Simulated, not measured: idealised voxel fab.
Process module name: voxel ribs on slabs
Xsec cut, 215 nm wide, square cell size 5 nm.
Think of the cross-section as a grid of square cells. We describe it in bands, top to bottom, and each band covers one or more rows of those cells. Basically the band line says how high the top is and how high the bottom is, in nm, and then what's in it from left to right, every material with its width in nm. Empty space shows up as "empty", and if a single material carries "throughout" it runs the full band edge to edge. The level at which height equals 0 is the one under which the wafer, as it arrives, is entirely one material. No lower edge exists for the bottom band, which continues downward and is notated as in "top 0, no bottom". Think of "30 to 40" as a width that walks from the first number to the second as you go down the band, top row to bottom row, taking equal-sized steps from row to row. Step marked "remained unchanged"? Then no cell in the cross-section changed in it. "Closed voids list": empty spaces of 8 cells or more with no open way to the top, each given as width x height at distance, distance from the left edge, all in nm. Text after the settings on a step's line: the simulator's own remark on that step. "overlay nm" denotes, for a step that has a mask, the displacement of the mask to the right of its planned place, with negative values corresponding to the left.

-- Steps in the process plan
step 1: RECEIVE, material Si
step 2: DIRECTIONAL_DEP, material SiO2, thk nm 20
step 3: DIRECTIONAL_DEP, material SiN, thk nm 25
step 4: MASKED_ETCH, tone cover, mask id RIB, width nm 30, etch materials SiN, depth nm 10, overlay nm 0
step 5: DIRECTIONAL_DEP, material aC, thk nm 15
step 6: PATTERN, tone cover, mask id SLAB, material resist, width nm 60, thk nm 30, overlay nm 0
step 7: DIRECTIONAL_ETCH, etch materials aC, depth nm 15
step 8: STRIP, etch materials resist
step 9: DIRECTIONAL_ETCH, etch materials SiN, depth nm 15
step 10: STRIP, etch materials aC
step 11: FILL_DEP, material SiO2, thk nm 20
step 12: CMP, height nm 55
step 13: DIRECTIONAL_DEP, material TiN, thk nm 5
step 14: PATTERN, tone cover, mask id HEATER, material resist, width nm 40, thk nm 15, overlay nm 0
step 15: DIRECTIONAL_ETCH, etch materials TiN, depth nm 5
step 16: STRIP, etch materials resist
step 17: CONFORMAL_DEP, material SiO2, thk nm 10

-- Step 1 complete: cross-section of the wafer as received
* top 0, no bottom: Si throughout
* Closed voids list: none

-- first wafer at the end, as planned
* top 70, bottom 65: empty 75 | SiO2 60 | empty 80
* top 65, bottom 60: SiO2 throughout
* top 60, bottom 55: SiO2 85 | TiN 40 | SiO2 90
* top 55, bottom 45: SiO2 throughout
* top 45, bottom 35: SiO2 90 | SiN 30 | SiO2 95
* top 35, bottom 20: SiO2 75 | SiN 60 | SiO2 80
* top 20, bottom 0: SiO2 throughout
* top 0, no bottom: Si throughout
* Closed voids list: none

-- Wafer two, sectioned after the module: the first wafer's start, the first wafer's plan, and one mistake in how it was run
* top 60, bottom 55: empty 85 | TiN 40 | empty 90
* top 55, bottom 45: SiO2 throughout
* top 45, bottom 35: SiO2 90 | SiN 30 | SiO2 95
* top 35, bottom 20: SiO2 75 | SiN 60 | SiO2 80
* top 20, bottom 0: SiO2 throughout
* top 0, no bottom: Si throughout
* Closed voids list: none
Which mistake was made when the wafer was run? it should be noted that step 17 of the plan was omitted and was not performed
Bottom line after processing is that, in cells, the second wafer is up or down on some materials versus the first: 90 fewer of SiO2
